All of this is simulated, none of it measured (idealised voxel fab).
Herein follows the process module entitled voxel local oxidation.
Cross-section cut: width 250 nm, square cells of 5 nm.
Square cells in a grid make up a cross-section in this document, and the grid is given as bands, listed from the top down, each one or more rows of cells. What a band's entry tells you: where the top is and where the bottom is, as heights in nm, and after that what lies inside, material by material from left to right, each with its width in nm. Empty space is written as the word "air", and a single material marked with the word "everywhere" occupies the band from edge to edge. A quick word on heights: they are counted from 0, and under that level the wafer as it came to us is one material throughout. The lowest band is different from the rest in having no bottom; it simply continues downward, written as in "top 0, no bottom". A two-number width, for instance "30 to 40", indicates that the width is equal to the first number in the top row of the band and to the second number in the bottom row, and that it changes by a constant amount per row of cells. "no change" (step): cross-section cells unchanged, all of them. Completely sealed voids: empty space of 8 cells or more with no open way to the top, each as width x height at its distance from the left edge, in nm. Step line, after settings: the simulator's comment on this step. overlay nm: on a step with a mask, how far right of its planned place the mask lay; negative means left.

List of planned process steps:
1 RECEIVE (material Si)
2 CONFORMAL_DEP (material SiO2; thk nm 5)
3 CONFORMAL_DEP (material SiN; thk nm 15)
4 DIRECTIONAL_DEP (material aC; thk nm 15)
5 PATTERN (tone cover; mask id ACTIVE; material resist; width nm 125; thk nm 35; overlay nm 0)
6 DIRECTIONAL_ETCH (etch materials aC; depth nm 15)
7 STRIP (etch materials resist)
8 DIRECTIONAL_ETCH (etch materials SiN; depth nm 15)
9 STRIP (etch materials aC)
10 SELECTIVE_ETCH (etch materials SiO2; depth nm 5)
11 OXIDIZE (depth nm 15)
12 STRIP (etch materials SiN)

Delivered wafer in cross-section: state after step 1:
top 0, no bottom | Si everywhere
Completely sealed voids: none

Cross-section taken at module completion on the first of two wafers; processed per the plan:
top 5, bottom 0 | air (65) / SiO2 (115) / air (70)
top 0, bottom -15 | SiO2 (80) / Si (85) / SiO2 (85)
top -15, no bottom | Si everywhere
Completely sealed voids: none

Cross-sectional image of the second wafer of the two following completion of the module. Starting state and process plan were the same as for the first wafer; one execution error occurred:
top 0, bottom -15 | air (80) / Si (85) / air (85)
top -15, no bottom | Si everywhere
Completely sealed voids: none
Which mistake was made when the wafer was run? it should be noted that step 12 was executed with settings other than those planned, the operation and settings actually applied being STRIP (etch materials SiO2)
Final difference in cells, second wafer against first, listed per material as more or fewer: SiO2: 122 fewer
